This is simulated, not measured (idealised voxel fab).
Proc. module: voxel tone inversion
The cross-section on display is named cut; it measures 285 nm wide, and its cells are 5 nm squares.
The cross-sections in this document take the form of a grid made of square cells. They are written out as bands, in order from top to bottom. Each band consists of one or more rows of cells.
Top height, bottom height, nm. Materials left to right, width each, nm. Single material + "everywhere" = fills band edge to edge. "air" = empty.
Convention: height 0 is the level below which the wafer, as received, is all one material. The lowest band does not terminate at the bottom but continues downward, represented as "from 0 down".
Read "30->40" as a graded width: first number on top, second number at the bottom, same change between each pair of neighbouring rows.
No cell of the cross-section changed in a step that is given as "identical to before".
"Fully closed voids" enumerates empty spaces isolated from the top, with no open way to it, that contain at least 8 cells, giving each as width x height at distance from the left edge, all three in nm.
Whatever follows a step's settings on its line is a remark the simulator itself makes about that step.
For masked steps, "overlay nm" on the step line gives how far right of plan the mask actually lay; a minus sign means it lay to the left.
[Here's what the planned process steps look like]
1 RECEIVE [material Si]
2 CONFORMAL_DEP [material SiN] [thk nm 5]
3 DIRECTIONAL_DEP [material aC] [thk nm 20]
4 PATTERN [tone cover] [mask id POSTS] [material resist] [width nm 15] [pitch nm 45] [thk nm 25] [overlay nm 0]
5 DIRECTIONAL_ETCH [etch materials aC] [depth nm 20]
6 STRIP [etch materials resist]
7 FILL_DEP [material SiO2] [thk nm 10]
8 CMP [height nm 25]
9 STRIP [etch materials aC]
10 CONFORMAL_DEP [material TiN] [thk nm 5]
11 FILL_DEP [material Ru] [thk nm 5]
12 CMP [height nm 25]
13 CONFORMAL_DEP [material SiCN] [thk nm 5]
[The first of a set of two wafers, run to plan]
[Wafer as received: cross-section following step 1]
from 0 down: Si everywhere
Fully closed voids: none
[After step 2, in cross-section]
from 5 to 0: SiN everywhere
Note: structure below 0 unchanged.
[After step 3, in cross-section]
from 25 to 5: aC everywhere
Note: structure below 5 unchanged.
[After step 4, in cross-section]
from 50 to 25: 110 of air / 15 of resist / 30 of air / 15 of resist / 115 of air
Note: structure below 25 unchanged.
[After step 5, in cross-section]
from 30 to 25: 110 of air / 15 of resist / 30 of air / 15 of resist / 115 of air
from 25 to 5: 110 of air / 15 of aC / 30 of air / 15 of aC / 115 of air
Note: structure below 5 unchanged.
[After step 6, in cross-section]
from 25 to 5: 110 of air / 15 of aC / 30 of air / 15 of aC / 115 of air
Note: structure below 5 unchanged.
[After step 7, in cross-section]
from 35 to 25: SiO2 everywhere
from 25 to 5: 110 of SiO2 / 15 of aC / 30 of SiO2 / 15 of aC / 115 of SiO2
Note: structure below 5 unchanged.
[After step 8, in cross-section]
from 25 to 5: 110 of SiO2 / 15 of aC / 30 of SiO2 / 15 of aC / 115 of SiO2
Note: structure below 5 unchanged.
[After step 9, in cross-section]
from 25 to 5: 110 of SiO2 / 15 of air / 30 of SiO2 / 15 of air / 115 of SiO2
Note: structure below 5 unchanged.
[After step 10, in cross-section]
from 30 to 25: 115 of TiN / 5 of air / 40 of TiN / 5 of air / 120 of TiN
from 25 to 10: 110 of SiO2 / 5 of TiN / 5 of air / 5 of TiN / 30 of SiO2 / 5 of TiN / 5 of air / 5 of TiN / 115 of SiO2
from 10 to 5: 110 of SiO2 / 15 of TiN / 30 of SiO2 / 15 of TiN / 115 of SiO2
Note: structure below 5 unchanged.
[After step 11, in cross-section]
from 35 to 30: Ru everywhere
from 30 to 25: 115 of TiN / 5 of Ru / 40 of TiN / 5 of Ru / 120 of TiN
from 25 to 10: 110 of SiO2 / 5 of TiN / 5 of Ru / 5 of TiN / 30 of SiO2 / 5 of TiN / 5 of Ru / 5 of TiN / 115 of SiO2
Note: structure below 10 unchanged.
[After step 12, in cross-section]
from 25 to 10: 110 of SiO2 / 5 of TiN / 5 of Ru / 5 of TiN / 30 of SiO2 / 5 of TiN / 5 of Ru / 5 of TiN / 115 of SiO2
Note: structure below 10 unchanged.
[After step 13, in cross-section]
from 30 to 25: SiCN everywhere
Note: structure below 25 unchanged.
[Second wafer. Start and plan as for the first. One mistake made in running. Agrees with the first up to and including step 1]
[Look at the second wafer in cross-section at the time step 2 ought to have finished]
from 20 to 0: aC everywhere
Note: structure below 0 unchanged.
[Look at the second wafer in cross-section at the time step 3 ought to have finished]
from 25 to 20: SiN everywhere
Note: structure below 20 unchanged.
[Look at the second wafer in cross-section at the time step 4 ought to have finished]
from 50 to 25: 110 of air / 15 of resist / 30 of air / 15 of resist / 115 of air
Note: structure below 25 unchanged.
[Look at the second wafer in cross-section at the time step 5 ought to have finished]
from 30 to 25: 110 of air / 15 of resist / 30 of air / 15 of resist / 115 of air
Note: structure below 25 unchanged.
[Look at the second wafer in cross-section at the time step 6 ought to have finished]
from 25 to 20: SiN everywhere
Note: structure below 20 unchanged.
[Look at the second wafer in cross-section at the time step 7 ought to have finished]
from 35 to 25: SiO2 everywhere
Note: structure below 25 unchanged.
[Look at the second wafer in cross-section at the time step 8 ought to have finished]
from 25 to 20: SiN everywhere
Note: structure below 20 unchanged.
Look at the second wafer in cross-section at the time step 9 ought to have finished: identical to before
[Look at the second wafer in cross-section at the time step 10 ought to have finished]
from 30 to 25: TiN everywhere
Note: structure below 25 unchanged.
[Look at the second wafer in cross-section at the time step 11 ought to have finished]
from 35 to 30: Ru everywhere
Note: structure below 30 unchanged.
[Look at the second wafer in cross-section at the time step 12 ought to have finished]
from 25 to 20: SiN everywhere
Note: structure below 20 unchanged.
[Look at the second wafer in cross-section at the time step 13 ought to have finished]
from 30 to 25: SiCN everywhere
Note: structure below 25 unchanged.
Against the plan, the run slipped here: plan steps 2 and 3 run swapped
It is noted that, at the conclusion of processing, the second wafer exhibits a higher or lower cell count for certain materials relative to the first: Ru -6, SiO2 -204, TiN -18, aC +228
